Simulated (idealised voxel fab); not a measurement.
The process module presented herein is designated voxel self aligned vias.
This is section cut - it's 270 nm across, gridded in 5 nm square cells.
Format of a cross-section: grid, square cells. Given as bands. Order: top down. Band: one or more rows of cells.
This entry defines a band. It first specifies the height of the band's top and the height of its bottom in nm, and then specifies the band's materials from left to right, stating each material with its width in nm. The word "edge to edge" identifies a single material that fills the band from edge to edge, while the word "empty" identifies empty space.
For the purposes of this specification, 0 denotes the height below which the wafer in its as-received condition is composed wholly of one material, and the lowermost band, lacking a lower limit, extends downward without end, as expressed in "0 and below".
You'd read "30..40" like this: the band's top row of cells is as wide as the first number, its bottom row is as wide as the second, and going down, every row changes width by the same amount as the row before did.
"all unchanged" -> step changed no cross-section cell.
Heads up: "Closed empty spaces" only lists the empty pockets with no open path to the top that are 8 cells or more, and it writes them as width x height at distance, distance from the left edge, in nm.
Anything after a step's settings on that line? It's the simulator's own note about the step.
overlay nm: mask right of planned place by this much (step with mask). Neg. = left.

## Steps planned for the process
- 1: RECEIVE: material Si
- 2: CONFORMAL_DEP: material SiO2, thk nm 15
- 3: CONFORMAL_DEP: material SiCN, thk nm 5
- 4: DIRECTIONAL_DEP: material SiO2, thk nm 20
- 5: DIRECTIONAL_DEP: material aC, thk nm 10
- 6: PATTERN: tone open, mask id LINES, material resist, width nm 20, pitch nm 70, thk nm 25, overlay nm 0
- 7: DIRECTIONAL_ETCH: etch materials aC, depth nm 10
- 8: STRIP: etch materials resist
- 9: DIRECTIONAL_ETCH: etch materials SiO2, depth nm 20
- 10: STRIP: etch materials aC
- 11: CONFORMAL_DEP: material TiN, thk nm 5
- 12: FILL_DEP: material Ru, thk nm 5
- 13: CMP: height nm 40
- 14: SELECTIVE_ETCH: etch materials W Ru TiN, depth nm 10
- 15: FILL_DEP: material SiN, thk nm 10
- 16: CMP: height nm 40
- 17: DIRECTIONAL_DEP: material SiO2, thk nm 20
- 18: PATTERN: tone open, mask id VIAS, material resist, width nm 50, thk nm 15, overlay nm 0
- 19: DIRECTIONAL_ETCH: etch materials SiO2, depth nm 20
- 20: DIRECTIONAL_ETCH: etch materials SiN, depth nm 10
- 21: STRIP: etch materials resist
- 22: CONFORMAL_DEP: material TiN, thk nm 5
- 23: FILL_DEP: material W, thk nm 10
- 24: CMP: height nm 60
- 25: CONFORMAL_DEP: material SiCN, thk nm 5
The wafers in this document start out alike and differ in the width nm applied at step 6; the plan shows the value used for the first wafer.

## Step 1 complete: as-received cross-section of the first of several wafers
- 0 and below  Si edge to edge
- Closed empty spaces: none

## So in this table every wafer gets its own row, and what you see is where it stands at the end of the module: for each material, how many cells it picked up (+) or gave up (-) since we received it, and after that its closed voids
width nm 20, +4 Ru, +108 SiCN, +8 SiN, +522 SiO2, +32 TiN, +28 W, Closed empty spaces: none
width nm 25, +6 Ru, +108 SiCN, +10 SiN, +514 SiO2, +34 TiN, +30 W, Closed empty spaces: none
width nm 30, +8 Ru, +108 SiCN, +12 SiN, +506 SiO2, +36 TiN, +32 W, Closed empty spaces: none
width nm 35, +10 Ru, +108 SiCN, +14 SiN, +498 SiO2, +38 TiN, +34 W, Closed empty spaces: none
width nm 40, +12 Ru, +108 SiCN, +16 SiN, +490 SiO2, +40 TiN, +36 W, Closed empty spaces: none
width nm 45, +14 Ru, +108 SiCN, +18 SiN, +482 SiO2, +42 TiN, +38 W, Closed empty spaces: none
